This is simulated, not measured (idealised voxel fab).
The document below concerns the process module designated voxel capacitor over wiring.
In the cross-section labelled cut, the width is 270 nm and each square cell is 5 nm.
Just so we're on the same page, the cross-sections are grids of square cells, and they're listed out in bands top to bottom, each band one or more rows deep. Band entry format. Leading values: height of top, height of bottom, nm. Remainder: materials in left-to-right order, each with its width in nm. Special words: "everywhere" on a single material, which then fills the band edge to edge; "empty", empty space. It should be noted that heights are counted from 0, beneath which the wafer as supplied is of one material throughout, and that the lowest band possesses no lower boundary but continues downward, as written in "z 0 and below". Width spec "30->40" -> top row of cells at first value, bottom row at second value, equal per-row change in between. Where the words "nothing got changed" appear for a step, the cross-section shows no cell changed by that step; every cell remained as before. Each empty space that has no open way to the top and spans at least 8 cells appears under "Fully sealed cavities" as width x height at distance, the distance counted from the left edge, all in nm. Read whatever lies past the settings on a step's line as the simulator's own remark about the step. What "overlay nm" on a step's line means: if the step has a mask, that mask lay this far to the right of its planned place, or, when the value is negative, to the left. Quick note on how to read the rest: it's all pairs. You get the cross-section before a process step and the one after, but the after one only goes down as far as the lowest band that changed. The step in between, with its settings, sits under the pair. Heads up, the pairs can come from different runs of this module on the same starting wafer, so don't assume a pair picks up from the one above unless its "Ahead of processing" entry says it does.
Ahead of processing:
* z 90 to 85 = 90 of HfO2; 15 of empty; 165 of HfO2
* z 85 to 80 = 90 of TiN; 15 of empty; 165 of TiN
* z 80 to 70 = 90 of lowk; 15 of empty; 165 of lowk
* z 70 to 65 = 90 of lowk; 15 of HfO2; 165 of lowk
* z 65 to 60 = 90 of lowk; 15 of TiN; 165 of lowk
* z 60 to 40 = lowk everywhere
* z 40 to 35 = SiCN everywhere
* z 35 to 20 = 80 of lowk; 5 of TiN; 15 of Cu; 5 of TiN; 60 of lowk; 5 of TiN; 15 of Cu; 5 of TiN; 80 of lowk
* z 20 to 15 = 80 of SiN; 25 of TiN; 60 of SiN; 25 of TiN; 80 of SiN
* z 15 to 0 = SiO2 everywhere
* z 0 and below = Si everywhere
* Fully sealed cavities: none
Cross-Section Thereafter:
* z 100 to 90 = 90 of TiN; 15 of empty; 165 of TiN
* z 90 to 85 = 90 of HfO2; 15 of empty; 165 of HfO2
* z 85 to 80 = 90 of TiN; 15 of empty; 165 of TiN
* z 80 to 70 = 90 of lowk; 15 of TiN; 165 of lowk
* Anything lower than 70 is untouched.
* Fully sealed cavities: none
The process step separating the two cross-sections depicted above is as follows: DIRECTIONAL_DEP, material TiN, thk nm 10
Ahead of processing: we pick up right where the pair above leaves off, with its after cross-section.
Cross-Section Thereafter:
* z 110 to 100 = 90 of aC; 15 of empty; 165 of aC
* z 100 to 90 = 90 of TiN; 15 of empty; 165 of TiN
* z 90 to 85 = 90 of HfO2; 15 of aC; 165 of HfO2
* z 85 to 80 = 90 of TiN; 15 of aC; 165 of TiN
* Anything lower than 80 is untouched.
* Fully sealed cavities: none
The process step separating the two cross-sections depicted above is as follows: DIRECTIONAL_DEP, material aC, thk nm 10
Ahead of processing: we pick up right where the pair above leaves off, with its after cross-section.
Cross-Section Thereafter:
* z 140 to 110 = 90 of empty; 65 of resist; 115 of empty
* z 110 to 100 = 90 of aC; 15 of resist; 165 of aC
* z 100 to 90 = 90 of TiN; 15 of resist; 165 of TiN
* Anything lower than 90 is untouched.
* Fully sealed cavities: none
The process step separating the two cross-sections depicted above is as follows: PATTERN, tone cover, mask id UPPER_PLATE, material resist, width nm 65, thk nm 30, overlay nm 0
Ahead of processing: we pick up right where the pair above leaves off, with its after cross-section.
Cross-Section Thereafter:
* z 130 to 110 = 90 of empty; 65 of resist; 115 of empty
* z 110 to 100 = 90 of empty; 15 of resist; 50 of aC; 115 of empty
* Anything lower than 100 is untouched.
* Fully sealed cavities: none
The process step separating the two cross-sections depicted above is as follows: DIRECTIONAL_ETCH, etch materials aC, depth nm 10
Ahead of processing: we pick up right where the pair above leaves off, with its after cross-section.
Cross-Section Thereafter:
* z 110 to 100 = 105 of empty; 50 of aC; 115 of empty
* z 100 to 90 = 90 of TiN; 15 of empty; 165 of TiN
* Anything lower than 90 is untouched.
* Fully sealed cavities: none
The process step separating the two cross-sections depicted above is as follows: STRIP, etch materials resist
Ahead of processing: we pick up right where the pair above leaves off, with its after cross-section.
Cross-Section Thereafter:
* z 110 to 100 = 105 of empty; 50 of aC; 115 of empty
* z 100 to 90 = 105 of empty; 50 of TiN; 115 of empty
* Anything lower than 90 is untouched.
* Fully sealed cavities: none
The process step separating the two cross-sections depicted above is as follows: DIRECTIONAL_ETCH, etch materials TiN, depth nm 10
Ahead of processing: we pick up right where the pair above leaves off, with its after cross-section.
Cross-Section Thereafter:
* z 110 to 100 = 105 of empty; 50 of aC; 115 of empty
* z 100 to 90 = 105 of empty; 50 of TiN; 115 of empty
* z 90 to 85 = 90 of empty; 15 of aC; 50 of HfO2; 115 of empty
* Anything lower than 85 is untouched.
* Fully sealed cavities: none
The process step separating the two cross-sections depicted above is as follows: DIRECTIONAL_ETCH, etch materials HfO2, depth nm 5
Ahead of processing: we pick up right where the pair above leaves off, with its after cross-section.
Cross-Section Thereafter:
* z 100 to 90 = 105 of empty; 50 of TiN; 115 of empty
* z 90 to 85 = 105 of empty; 50 of HfO2; 115 of empty
* z 85 to 80 = 90 of TiN; 15 of empty; 165 of TiN
* Anything lower than 80 is untouched.
* Fully sealed cavities: none
The process step separating the two cross-sections depicted above is as follows: STRIP, etch materials aC
Ahead of processing: we pick up right where the pair above leaves off, with its after cross-section.
Cross-Section Thereafter:
* z 115 to 100 = 105 of empty; 50 of aC; 115 of empty
* z 100 to 95 = 90 of aC; 15 of empty; 50 of TiN; 115 of aC
* z 95 to 90 = 105 of aC; 50 of TiN; 115 of aC
* z 90 to 85 = 105 of aC; 50 of HfO2; 115 of aC
* z 85 to 80 = 90 of TiN; 15 of aC; 165 of TiN
* Anything lower than 80 is untouched.
* Fully sealed cavities: none
The process step separating the two cross-sections depicted above is as follows: DIRECTIONAL_DEP, material aC, thk nm 15
Ahead of processing: we pick up right where the pair above leaves off, with its after cross-section.
Cross-Section Thereafter:
* z 150 to 115 = 85 of empty; 75 of resist; 110 of empty
* z 115 to 100 = 85 of empty; 20 of resist; 50 of aC; 5 of resist; 110 of empty
* z 100 to 95 = 90 of aC; 15 of resist; 50 of TiN; 115 of aC
* Anything lower than 95 is untouched.
* Fully sealed cavities: none
The process step separating the two cross-sections depicted above is as follows: PATTERN, tone cover, mask id LOWER_PLATE, material resist, width nm 75, thk nm 35, overlay nm 0
Ahead of processing: we pick up right where the pair above leaves off, with its after cross-section.
Cross-Section Thereafter:
* z 135 to 115 = 85 of empty; 75 of resist; 110 of empty
* z 115 to 100 = 85 of empty; 20 of resist; 50 of aC; 5 of resist; 110 of empty
* z 100 to 95 = 85 of empty; 5 of aC; 15 of resist; 50 of TiN; 5 of aC; 110 of empty
* z 95 to 90 = 85 of empty; 20 of aC; 50 of TiN; 5 of aC; 110 of empty
* z 90 to 85 = 85 of empty; 20 of aC; 50 of HfO2; 5 of aC; 110 of empty
* Anything lower than 85 is untouched.
* Fully sealed cavities: none
The process step separating the two cross-sections depicted above is as follows: DIRECTIONAL_ETCH, etch materials aC, depth nm 15
Ahead of processing: we pick up right where the pair above leaves off, with its after cross-section.
Cross-Section Thereafter:
* z 115 to 100 = 105 of empty; 50 of aC; 115 of empty
* z 100 to 95 = 85 of empty; 5 of aC; 15 of empty; 50 of TiN; 5 of aC; 110 of empty
* Anything lower than 95 is untouched.
* Fully sealed cavities: none
The process step separating the two cross-sections depicted above is as follows: STRIP, etch materials resist
Ahead of processing: we pick up right where the pair above leaves off, with its after cross-section.
Cross-Section Thereafter:
* z 115 to 100 = 105 of empty; 50 of aC; 115 of empty
* z 100 to 95 = 85 of empty; 5 of aC; 15 of empty; 50 of TiN; 5 of aC; 110 of empty
* z 95 to 90 = 85 of empty; 20 of aC; 50 of TiN; 5 of aC; 110 of empty
* z 90 to 85 = 85 of empty; 20 of aC; 50 of HfO2; 5 of aC; 110 of empty
* z 85 to 80 = 85 of empty; 5 of TiN; 15 of aC; 55 of TiN; 110 of empty
* Anything lower than 80 is untouched.
* Fully sealed cavities: none
The process step separating the two cross-sections depicted above is as follows: DIRECTIONAL_ETCH, etch materials TiN, depth nm 5
Ahead of processing: we pick up right where the pair above leaves off, with its after cross-section.
Cross-Section Thereafter:
* z 100 to 90 = 105 of empty; 50 of TiN; 115 of empty
* z 90 to 85 = 105 of empty; 50 of HfO2; 115 of empty
* z 85 to 80 = 85 of empty; 5 of TiN; 15 of empty; 55 of TiN; 110 of empty
* Anything lower than 80 is untouched.
* Fully sealed cavities: none
The process step separating the two cross-sections depicted above is as follows: STRIP, etch materials aC
Ahead of processing: we pick up right where the pair above leaves off, with its after cross-section.
Cross-Section Thereafter:
* z 120 to 100 = SiO2 everywhere
* z 100 to 90 = 105 of SiO2; 50 of TiN; 115 of SiO2
* z 90 to 85 = 105 of SiO2; 50 of HfO2; 115 of SiO2
* z 85 to 80 = 85 of SiO2; 5 of TiN; 15 of SiO2; 55 of TiN; 110 of SiO2
* Anything lower than 80 is untouched.
* Fully sealed cavities: none
The process step separating the two cross-sections depicted above is as follows: FILL_DEP, material SiO2, thk nm 20
Ahead of processing: we pick up right where the pair above leaves off, with its after cross-section.
Cross-Section Thereafter:
* z 95 to 90 = 105 of SiO2; 50 of TiN; 115 of SiO2
* Anything lower than 90 is untouched.
* Fully sealed cavities: none
The process step separating the two cross-sections depicted above is as follows: CMP, height nm 95
Ahead of processing: we pick up right where the pair above leaves off, with its after cross-section.
Cross-Section Thereafter:
* z 105 to 95 = aC everywhere
* Anything lower than 95 is untouched.
* Fully sealed cavities: none
The process step separating the two cross-sections depicted above is as follows: DIRECTIONAL_DEP, material aC, thk nm 10
Ahead of processing: we pick up right where the pair above leaves off, with its after cross-section.
Cross-Section Thereafter:
* z 130 to 105 = 100 of resist; 15 of empty; 155 of resist
* Anything lower than 105 is untouched.
* Fully sealed cavities: none
The process step separating the two cross-sections depicted above is as follows: PATTERN, tone open, mask id PLUG_2, material resist, width nm 15, thk nm 25, overlay nm 0
Ahead of processing: we pick up right where the pair above leaves off, with its after cross-section.
Cross-Section Thereafter:
* z 120 to 105 = 100 of resist; 15 of empty; 155 of resist
* z 105 to 95 = 100 of aC; 15 of empty; 155 of aC
* Anything lower than 95 is untouched.
* Fully sealed cavities: none
The process step separating the two cross-sections depicted above is as follows: DIRECTIONAL_ETCH, etch materials aC, depth nm 10
Ahead of processing: we pick up right where the pair above leaves off, with its after cross-section.
Cross-Section Thereafter:
* z 105 to 95 = 100 of aC; 15 of empty; 155 of aC
* Anything lower than 95 is untouched.
* Fully sealed cavities: none
The process step separating the two cross-sections depicted above is as follows: STRIP, etch materials resist
Ahead of processing: we pick up right where the pair above leaves off, with its after cross-section.
Cross-Section Thereafter:
* z 105 to 95 = 100 of aC; 15 of empty; 155 of aC
* z 95 to 90 = 100 of SiO2; 5 of empty; 50 of TiN; 115 of SiO2
* z 90 to 85 = 100 of SiO2; 5 of empty; 50 of HfO2; 115 of SiO2
* z 85 to 80 = 85 of SiO2; 5 of TiN; 10 of SiO2; 5 of empty; 55 of TiN; 110 of SiO2
* Anything lower than 80 is untouched.
* Fully sealed cavities: none
The process step separating the two cross-sections depicted above is as follows: DIRECTIONAL_ETCH, etch materials SiO2, depth nm 15
Ahead of processing: we pick up right where the pair above leaves off, with its after cross-section.
Cross-Section Thereafter:
* z 95 to 90 = 100 of SiO2; 5 of empty; 50 of TiN; 115 of SiO2
* Anything lower than 90 is untouched.
* Fully sealed cavities: none
The process step separating the two cross-sections depicted above is as follows: STRIP, etch materials aC
Ahead of processing: we pick up right where the pair above leaves off, with its after cross-section.
Cross-Section Thereafter:
* z 100 to 95 = TiN everywhere
* z 95 to 90 = 100 of SiO2; 55 of TiN; 115 of SiO2
* z 90 to 85 = 100 of SiO2; 5 of TiN; 50 of HfO2; 115 of SiO2
* z 85 to 80 = 85 of SiO2; 5 of TiN; 10 of SiO2; 60 of TiN; 110 of SiO2
* Anything lower than 80 is untouched.
* Fully sealed cavities: none
The process step separating the two cross-sections depicted above is as follows: CONFORMAL_DEP, material TiN, thk nm 5
Ahead of processing: we pick up right where the pair above leaves off, with its after cross-section.
Cross-Section Thereafter:
* z 105 to 100 = Cu everywhere
* Anything lower than 100 is untouched.
* Fully sealed cavities: none
The process step separating the two cross-sections depicted above is as follows: FILL_DEP, material Cu, thk nm 5
Ahead of processing: we pick up right where the pair above leaves off, with its after cross-section.
Cross-Section Thereafter:
* z 95 to 90 = 100 of SiO2; 55 of TiN; 115 of SiO2
* Anything lower than 90 is untouched.
* Fully sealed cavities: none
The process step separating the two cross-sections depicted above is as follows: CMP, height nm 95
Ahead of processing: we pick up right where the pair above leaves off, with its after cross-section.
Cross-Section Thereafter:
* z 100 to 95 = SiCN everywhere
* Anything lower than 95 is untouched.
* Fully sealed cavities: none
The process step separating the two cross-sections depicted above is as follows: CONFORMAL_DEP, material SiCN, thk nm 5
Ahead of processing:
* z 35 to 20 = 80 of lowk; 5 of TiN; 15 of Cu; 5 of TiN; 60 of lowk; 5 of TiN; 15 of Cu; 5 of TiN; 80 of lowk
* z 20 to 15 = 80 of SiN; 25 of TiN; 60 of SiN; 25 of TiN; 80 of SiN
* z 15 to 0 = SiO2 everywhere
* z 0 and below = Si everywhere
* Fully sealed cavities: none
Cross-Section Thereafter:
* z 55 to 35 = lowk everywhere
* Anything lower than 35 is untouched.
* Fully sealed cavities: none
The process step separating the two cross-sections depicted above is as follows: DIRECTIONAL_DEP, material lowk, thk nm 20
Ahead of processing: we pick up right where the pair above leaves off, with its after cross-section.
Cross-Section Thereafter:
* z 60 to 55 = SiCN everywhere
* Anything lower than 55 is untouched.
* Fully sealed cavities: none
The process step separating the two cross-sections depicted above is as follows: CONFORMAL_DEP, material SiCN, thk nm 5
Ahead of processing: we pick up right where the pair above leaves off, with its after cross-section.
Cross-Section Thereafter:
* z 75 to 60 = 90 of resist; 15 of empty; 165 of resist
* Anything lower than 60 is untouched.
* Fully sealed cavities: none
The process step separating the two cross-sections depicted above is as follows: PATTERN, tone open, mask id PLUG_1, material resist, width nm 15, thk nm 15, overlay nm 0
Ahead of processing: we pick up right where the pair above leaves off, with its after cross-section.
Cross-Section Thereafter:
* z 75 to 60 = 90 of resist; 15 of empty; 165 of resist
* z 60 to 55 = 90 of SiCN; 15 of empty; 165 of SiCN
* Anything lower than 55 is untouched.
* Fully sealed cavities: none
The process step separating the two cross-sections depicted above is as follows: DIRECTIONAL_ETCH, etch materials SiCN, depth nm 5
Ahead of processing: we pick up right where the pair above leaves off, with its after cross-section.
Cross-Section Thereafter:
* z 60 to 55 = 90 of SiCN; 15 of empty; 165 of SiCN
* Anything lower than 55 is untouched.
* Fully sealed cavities: none
The process step separating the two cross-sections depicted above is as follows: STRIP, etch materials resist
Ahead of processing: we pick up right where the pair above leaves off, with its after cross-section.
Cross-Section Thereafter:
* z 65 to 60 = 90 of TiN; 15 of empty; 165 of TiN
* z 60 to 55 = 90 of SiCN; 15 of TiN; 165 of SiCN
* Anything lower than 55 is untouched.
* Fully sealed cavities: none
The process step separating the two cross-sections depicted above is as follows: DIRECTIONAL_DEP, material TiN, thk nm 5
Ahead of processing: we pick up right where the pair above leaves off, with its after cross-section.
Cross-Section Thereafter:
* z 70 to 65 = 90 of HfO2; 15 of empty; 165 of HfO2
* z 65 to 60 = 90 of TiN; 15 of HfO2; 165 of TiN
* Anything lower than 60 is untouched.
* Fully sealed cavities: none
The process step separating the two cross-sections depicted above is as follows: DIRECTIONAL_DEP, material HfO2, thk nm 5
Ahead of processing: we pick up right where the pair above leaves off, with its after cross-section.
Cross-Section Thereafter:
* z 80 to 75 = 90 of TiN; 15 of empty; 165 of TiN
* z 75 to 70 = TiN everywhere
* z 70 to 65 = 90 of HfO2; 15 of TiN; 165 of HfO2
* Anything lower than 65 is untouched.
* Fully sealed cavities: none
The process step separating the two cross-sections depicted above is as follows: DIRECTIONAL_DEP, material TiN, thk nm 10
Ahead of processing: we pick up right where the pair above leaves off, with its after cross-section.
Cross-Section Thereafter:
* z 90 to 85 = 90 of aC; 15 of empty; 165 of aC
* z 85 to 80 = aC everywhere
* z 80 to 75 = 90 of TiN; 15 of aC; 165 of TiN
* Anything lower than 75 is untouched.
* Fully sealed cavities: none
The process step separating the two cross-sections depicted above is as follows: DIRECTIONAL_DEP, material aC, thk nm 10
Ahead of processing: we pick up right where the pair above leaves off, with its after cross-section.
Cross-Section Thereafter:
* z 120 to 90 = 90 of empty; 65 of resist; 115 of empty
* z 90 to 85 = 90 of aC; 15 of resist; 165 of aC
* Anything lower than 85 is untouched.
* Fully sealed cavities: none
The process step separating the two cross-sections depicted above is as follows: PATTERN, tone cover, mask id UPPER_PLATE, material resist, width nm 65, thk nm 30, overlay nm 0
Ahead of processing: we pick up right where the pair above leaves off, with its after cross-section.
Cross-Section Thereafter:
* z 110 to 90 = 90 of empty; 65 of resist; 115 of empty
* z 90 to 85 = 90 of empty; 15 of resist; 50 of aC; 115 of empty
* z 85 to 80 = 90 of empty; 65 of aC; 115 of empty
* Anything lower than 80 is untouched.
* Fully sealed cavities: none
The process step separating the two cross-sections depicted above is as follows: DIRECTIONAL_ETCH, etch materials aC, depth nm 10
Ahead of processing: we pick up right where the pair above leaves off, with its after cross-section.
Cross-Section Thereafter:
* z 90 to 80 = 105->90 of empty; 50->65 of aC; 115 of empty
* Anything lower than 80 is untouched.
* Fully sealed cavities: none
The process step separating the two cross-sections depicted above is as follows: STRIP, etch materials resist
Ahead of processing: we pick up right where the pair above leaves off, with its after cross-section.
Cross-Section Thereafter:
* z 90 to 80 = 105->90 of empty; 50->65 of aC; 115 of empty
* z 80 to 75 = 90 of empty; 15 of aC; 50 of TiN; 115 of empty
* z 75 to 70 = 90 of empty; 65 of TiN; 115 of empty
* Anything lower than 70 is untouched.
* Fully sealed cavities: none
The process step separating the two cross-sections depicted above is as follows: DIRECTIONAL_ETCH, etch materials TiN, depth nm 10
Ahead of processing: we pick up right where the pair above leaves off, with its after cross-section.
Cross-Section Thereafter:
* z 90 to 80 = 105->90 of empty; 50->65 of aC; 115 of empty
* z 80 to 75 = 90 of empty; 15 of aC; 50 of TiN; 115 of empty
* z 75 to 70 = 90 of empty; 65 of TiN; 115 of empty
* z 70 to 65 = 90 of empty; 15 of TiN; 50 of HfO2; 115 of empty
* Anything lower than 65 is untouched.
* Fully sealed cavities: none
The process step separating the two cross-sections depicted above is as follows: DIRECTIONAL_ETCH, etch materials HfO2, depth nm 5
Ahead of processing: we pick up right where the pair above leaves off, with its after cross-section.
Cross-Section Thereafter:
* z 80 to 70 = 105->90 of empty; 50->65 of TiN; 115 of empty
* Anything lower than 70 is untouched.
* Fully sealed cavities: none
The process step separating the two cross-sections depicted above is as follows: STRIP, etch materials aC
Ahead of processing: we pick up right where the pair above leaves off, with its after cross-section.
Cross-Section Thereafter:
* z 95 to 90 = 105 of empty; 50 of aC; 115 of empty
* z 90 to 80 = 90 of empty; 65 of aC; 115 of empty
* z 80 to 70 = 105->90 of aC; 50->65 of TiN; 115 of aC
* z 70 to 65 = 90 of aC; 15 of TiN; 50 of HfO2; 115 of aC
* Anything lower than 65 is untouched.
* Fully sealed cavities: none
The process step separating the two cross-sections depicted above is as follows: DIRECTIONAL_DEP, material aC, thk nm 15
Ahead of processing: we pick up right where the pair above leaves off, with its after cross-section.
Cross-Section Thereafter:
* z 130 to 95 = 85 of empty; 75 of resist; 110 of empty
* z 95 to 90 = 85 of empty; 20 of resist; 50 of aC; 5 of resist; 110 of empty
* z 90 to 80 = 85 of empty; 5 of resist; 65 of aC; 5 of resist; 110 of empty
* Anything lower than 80 is untouched.
* Fully sealed cavities: none
The process step separating the two cross-sections depicted above is as follows: PATTERN, tone cover, mask id LOWER_PLATE, material resist, width nm 75, thk nm 35, overlay nm 0
Ahead of processing: we pick up right where the pair above leaves off, with its after cross-section.
Cross-Section Thereafter:
* z 115 to 95 = 85 of empty; 75 of resist; 110 of empty
* z 95 to 90 = 85 of empty; 20 of resist; 50 of aC; 5 of resist; 110 of empty
* z 90 to 80 = 85 of empty; 5 of resist; 65 of aC; 5 of resist; 110 of empty
* z 80 to 70 = 85 of empty; 20->5 of aC; 50->65 of TiN; 5 of aC; 110 of empty
* z 70 to 65 = 85 of empty; 5 of aC; 15 of TiN; 50 of HfO2; 5 of aC; 110 of empty
* Anything lower than 65 is untouched.
* Fully sealed cavities: none
The process step separating the two cross-sections depicted above is as follows: DIRECTIONAL_ETCH, etch materials aC, depth nm 15
Ahead of processing: we pick up right where the pair above leaves off, with its after cross-section.
Cross-Section Thereafter:
* z 95 to 90 = 105 of empty; 50 of aC; 115 of empty
* z 90 to 80 = 90 of empty; 65 of aC; 115 of empty
* Anything lower than 80 is untouched.
* Fully sealed cavities: none
The process step separating the two cross-sections depicted above is as follows: STRIP, etch materials resist
Ahead of processing: we pick up right where the pair above leaves off, with its after cross-section.
Cross-Section Thereafter:
* z 95 to 90 = 105 of empty; 50 of aC; 115 of empty
* z 90 to 80 = 90 of empty; 65 of aC; 115 of empty
* z 80 to 70 = 85 of empty; 20->5 of aC; 50->65 of TiN; 5 of aC; 110 of empty
* z 70 to 65 = 85 of empty; 5 of aC; 15 of TiN; 50 of HfO2; 5 of aC; 110 of empty
* z 65 to 60 = 85 of empty; 5 of TiN; 15 of HfO2; 55 of TiN; 110 of empty
* Anything lower than 60 is untouched.
* Fully sealed cavities: none
The process step separating the two cross-sections depicted above is as follows: DIRECTIONAL_ETCH, etch materials TiN, depth nm 5
Ahead of processing: we pick up right where the pair above leaves off, with its after cross-section.
Cross-Section Thereafter:
* z 80 to 70 = 105->90 of empty; 50->65 of TiN; 115 of empty
* z 70 to 65 = 90 of empty; 15 of TiN; 50 of HfO2; 115 of empty
* Anything lower than 65 is untouched.
* Fully sealed cavities: none
The process step separating the two cross-sections depicted above is as follows: STRIP, etch materials aC
Ahead of processing: we pick up right where the pair above leaves off, with its after cross-section.
Cross-Section Thereafter:
* z 100 to 80 = SiO2 everywhere
* z 80 to 70 = 105->90 of SiO2; 50->65 of TiN; 115 of SiO2
* z 70 to 65 = 90 of SiO2; 15 of TiN; 50 of HfO2; 115 of SiO2
* z 65 to 60 = 85 of SiO2; 5 of TiN; 15 of HfO2; 55 of TiN; 110 of SiO2
* Anything lower than 60 is untouched.
* Fully sealed cavities: none
The process step separating the two cross-sections depicted above is as follows: FILL_DEP, material SiO2, thk nm 20
Ahead of processing: we pick up right where the pair above leaves off, with its after cross-section.
Cross-Section Thereafter:
* z 95 to 80 = SiO2 everywhere
* Anything lower than 80 is untouched.
* Fully sealed cavities: none
The process step separating the two cross-sections depicted above is as follows: CMP, height nm 95
Ahead of processing: we pick up right where the pair above leaves off, with its after cross-section.
Cross-Section Thereafter:
* z 105 to 95 = aC everywhere
* Anything lower than 95 is untouched.
* Fully sealed cavities: none
The process step separating the two cross-sections depicted above is as follows: DIRECTIONAL_DEP, material aC, thk nm 10
Ahead of processing: we pick up right where the pair above leaves off, with its after cross-section.
Cross-Section Thereafter:
* z 130 to 105 = 100 of resist; 15 of empty; 155 of resist
* Anything lower than 105 is untouched.
* Fully sealed cavities: none
The process step separating the two cross-sections depicted above is as follows: PATTERN, tone open, mask id PLUG_2, material resist, width nm 15, thk nm 25, overlay nm 0
Ahead of processing: we pick up right where the pair above leaves off, with its after cross-section.
Cross-Section Thereafter:
* z 120 to 105 = 100 of resist; 15 of empty; 155 of resist
* z 105 to 95 = 100 of aC; 15 of empty; 155 of aC
* Anything lower than 95 is untouched.
* Fully sealed cavities: none
The process step separating the two cross-sections depicted above is as follows: DIRECTIONAL_ETCH, etch materials aC, depth nm 10
Ahead of processing: we pick up right where the pair above leaves off, with its after cross-section.
Cross-Section Thereafter:
* z 105 to 95 = 100 of aC; 15 of empty; 155 of aC
* Anything lower than 95 is untouched.
* Fully sealed cavities: none
The process step separating the two cross-sections depicted above is as follows: STRIP, etch materials resist
Ahead of processing: we pick up right where the pair above leaves off, with its after cross-section.
Cross-Section Thereafter:
* z 105 to 95 = 100 of aC; 15 of empty; 155 of aC
* z 95 to 80 = 100 of SiO2; 15 of empty; 155 of SiO2
* Anything lower than 80 is untouched.
* Fully sealed cavities: none
The process step separating the two cross-sections depicted above is as follows: DIRECTIONAL_ETCH, etch materials SiO2, depth nm 15
Ahead of processing: we pick up right where the pair above leaves off, with its after cross-section.
Cross-Section Thereafter:
* z 95 to 80 = 100 of SiO2; 15 of empty; 155 of SiO2
* Anything lower than 80 is untouched.
* Fully sealed cavities: none
The process step separating the two cross-sections depicted above is as follows: STRIP, etch materials aC
Ahead of processing: we pick up right where the pair above leaves off, with its after cross-section.
Cross-Section Thereafter:
* z 100 to 95 = 105 of TiN; 5 of empty; 160 of TiN
* z 95 to 85 = 100 of SiO2; 5 of TiN; 5 of empty; 5 of TiN; 155 of SiO2
* z 85 to 75 = 100->105 of SiO2; 15->50 of TiN; 155->115 of SiO2
* Anything lower than 75 is untouched.
* Fully sealed cavities: none
The process step separating the two cross-sections depicted above is as follows: CONFORMAL_DEP, material TiN, thk nm 5
Ahead of processing: we pick up right where the pair above leaves off, with its after cross-section.
Cross-Section Thereafter:
* z 105 to 100 = Cu everywhere
* z 100 to 95 = 105 of TiN; 5 of Cu; 160 of TiN
* z 95 to 85 = 100 of SiO2; 5 of TiN; 5 of Cu; 5 of TiN; 155 of SiO2
* Anything lower than 85 is untouched.
* Fully sealed cavities: none
The process step separating the two cross-sections depicted above is as follows: FILL_DEP, material Cu, thk nm 5
Ahead of processing: we pick up right where the pair above leaves off, with its after cross-section.
Cross-Section Thereafter:
* z 95 to 85 = 100 of SiO2; 5 of TiN; 5 of Cu; 5 of TiN; 155 of SiO2
* Anything lower than 85 is untouched.
* Fully sealed cavities: none
The process step separating the two cross-sections depicted above is as follows: CMP, height nm 95
Ahead of processing: we pick up right where the pair above leaves off, with its after cross-section.
Cross-Section Thereafter:
* z 100 to 95 = SiCN everywhere
* Anything lower than 95 is untouched.
* Fully sealed cavities: none
The process step separating the two cross-sections depicted above is as follows: CONFORMAL_DEP, material SiCN, thk nm 5
Ahead of processing:
* z 105 to 100 = Cu everywhere
* z 100 to 95 = 105 of TiN; 5 of Cu; 160 of TiN
* z 95 to 85 = 100 of SiO2; 5 of TiN; 5 of Cu; 5 of TiN; 155 of SiO2
* z 85 to 80 = 100 of SiO2; 15 of TiN; 155 of SiO2
* z 80 to 70 = 90 of SiO2; 65 of TiN; 115 of SiO2
* z 70 to 65 = 90 of SiO2; 65 of HfO2; 115 of SiO2
* z 65 to 60 = 85 of SiO2; 75 of TiN; 110 of SiO2
* z 60 to 40 = 90 of lowk; 15 of Ru; 165 of lowk
* z 40 to 35 = 90 of SiCN; 15 of Ru; 165 of SiCN
* z 35 to 20 = 80 of lowk; 5 of TiN; 15 of Cu; 5 of TiN; 60 of lowk; 5 of TiN; 15 of Cu; 5 of TiN; 80 of lowk
* z 20 to 15 = 80 of SiN; 25 of TiN; 60 of SiN; 25 of TiN; 80 of SiN
* z 15 to 0 = SiO2 everywhere
* z 0 and below = Si everywhere
* Fully sealed cavities: none
Cross-Section Thereafter:
* z 90 to 85 = 100 of SiO2; 5 of TiN; 5 of Cu; 5 of TiN; 155 of SiO2
* Anything lower than 85 is untouched.
* Fully sealed cavities: none
The process step separating the two cross-sections depicted above is as follows: CMP, height nm 90
Ahead of processing: we pick up right where the pair above leaves off, with its after cross-section.
Cross-Section Thereafter:
* z 95 to 90 = SiCN everywhere
* Anything lower than 90 is untouched.
* Fully sealed cavities: none
The process step separating the two cross-sections depicted above is as follows: CONFORMAL_DEP, material SiCN, thk nm 5
Ahead of processing:
* z 90 to 80 = aC everywhere
* z 80 to 70 = TiN everywhere
* z 70 to 65 = HfO2 everywhere
* z 65 to 60 = TiN everywhere
* z 60 to 40 = 90 of lowk; 15 of Ru; 165 of lowk
* z 40 to 35 = 90 of SiCN; 15 of Ru; 165 of SiCN
* z 35 to 20 = 80 of lowk; 5 of TiN; 15 of Cu; 5 of TiN; 60 of lowk; 5 of TiN; 15 of Cu; 5 of TiN; 80 of lowk
* z 20 to 15 = 80 of SiN; 25 of TiN; 60 of SiN; 25 of TiN; 80 of SiN
* z 15 to 0 = SiO2 everywhere
* z 0 and below = Si everywhere
* Fully sealed cavities: none
Cross-Section Thereafter:
* z 120 to 90 = 95 of empty; 60 of resist; 115 of empty
* Anything lower than 90 is untouched.
* Fully sealed cavities: none
The process step separating the two cross-sections depicted above is as follows: PATTERN, tone cover, mask id UPPER_PLATE, material resist, width nm 60, thk nm 30, overlay nm 0
Ahead of processing: we pick up right where the pair above leaves off, with its after cross-section.
Cross-Section Thereafter:
* z 110 to 90 = 95 of empty; 60 of resist; 115 of empty
* z 90 to 80 = 95 of empty; 60 of aC; 115 of empty
* Anything lower than 80 is untouched.
* Fully sealed cavities: none
The process step separating the two cross-sections depicted above is as follows: DIRECTIONAL_ETCH, etch materials aC, depth nm 10
Ahead of processing: we pick up right where the pair above leaves off, with its after cross-section.
Cross-Section Thereafter:
* z 90 to 80 = 95 of empty; 60 of aC; 115 of empty
* Anything lower than 80 is untouched.
* Fully sealed cavities: none
The process step separating the two cross-sections depicted above is as follows: STRIP, etch materials resist
Ahead of processing: we pick up right where the pair above leaves off, with its after cross-section.
Cross-Section Thereafter:
* z 90 to 80 = 95 of empty; 60 of aC; 115 of empty
* z 80 to 70 = 95 of empty; 60 of TiN; 115 of empty
* Anything lower than 70 is untouched.
* Fully sealed cavities: none
The process step separating the two cross-sections depicted above is as follows: DIRECTIONAL_ETCH, etch materials TiN, depth nm 10
Ahead of processing: we pick up right where the pair above leaves off, with its after cross-section.
Cross-Section Thereafter:
* z 90 to 80 = 95 of empty; 60 of aC; 115 of empty
* z 80 to 70 = 95 of empty; 60 of TiN; 115 of empty
* z 70 to 65 = 95 of empty; 60 of HfO2; 115 of empty
* Anything lower than 65 is untouched.
* Fully sealed cavities: none
The process step separating the two cross-sections depicted above is as follows: DIRECTIONAL_ETCH, etch materials HfO2, depth nm 5
Ahead of processing: we pick up right where the pair above leaves off, with its after cross-section.
Cross-Section Thereafter:
* z 80 to 70 = 95 of empty; 60 of TiN; 115 of empty
* Anything lower than 70 is untouched.
* Fully sealed cavities: none
The process step separating the two cross-sections depicted above is as follows: STRIP, etch materials aC
